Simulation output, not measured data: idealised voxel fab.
process module | voxel plated lines
cross-section cut | 215 nm wide | cells 5 nm
A cross-section is a grid of square cells, given in bands from the top down. A band is one or more rows of cells.
Each band's line starts with the height of the band's top and of its bottom, in nm. Then come its materials from left to right, each with its width in nm. One material with "throughout" fills the band from edge to edge. "air" is empty space.
Height 0 is the level under which the wafer as received is all one material. The lowest band goes on downwards, as in "0 down".
A width such as "30 to 40" changes by the same amount from each row of cells to the next, from the band's top row to its bottom row.
"no change" after a step means that no cell of the cross-section changed.
closed voids: empty space of 8 cells or more with no open way to the top, each as width x height at its distance from the left edge, in nm
after a step's settings: what the simulator itself notes on the step
overlay nm, on a step with a mask: how far to the right of its planned place the mask lay; to the left if negative
plan
1 op RECEIVE | material Si
2 op CONFORMAL_DEP | material SiO2 | thk nm 15
3 op DIRECTIONAL_DEP | material TiN | thk nm 5
4 op PATTERN | tone open | mask id LINES | material resist | width nm 20 | pitch nm 40 | thk nm 40 | overlay nm 0
5 op EPI | material Ru | thk nm 10
6 op EPI | material Ru | thk nm 5
7 op EPI | material Ru | thk nm 5
8 op STRIP | etch materials resist
9 op DIRECTIONAL_ETCH | etch materials TiN | depth nm 5
10 op CONFORMAL_DEP | material SiN | thk nm 10
as received, after step 1
  0 down: Si throughout
  closed voids: none
first wafer at the end, as planned
  50 to 40: air 45 | SiN 120 | air 50
  40 to 25: air 45 | SiN 10 | Ru 20 | SiN 20 | Ru 20 | SiN 20 | Ru 20 | SiN 10 | air 50
  25 to 20: SiN 55 | Ru 20 | SiN 20 | Ru 20 | SiN 20 | Ru 20 | SiN 60
  20 to 15: SiN 55 | TiN 20 | SiN 20 | TiN 20 | SiN 20 | TiN 20 | SiN 60
  15 to 0: SiO2 throughout
  0 down: Si throughout
  closed voids: none
second wafer at the end: like start, like plan, one mistake
  35 to 25: air 45 | SiN 120 | air 50
  25 to 10: air 45 | SiN 10 | Ru 20 | SiN 20 | Ru 20 | SiN 20 | Ru 20 | SiN 10 | air 50
  10 to 5: SiN 55 | Ru 20 | SiN 20 | Ru 20 | SiN 20 | Ru 20 | SiN 60
  5 to 0: SiN 55 | TiN 20 | SiN 20 | TiN 20 | SiN 20 | TiN 20 | SiN 60
  0 down: Si throughout
  closed voids: none
what went wrong: step 2 was left out
at the end the second wafer has, in cells: 129 fewer of SiO2
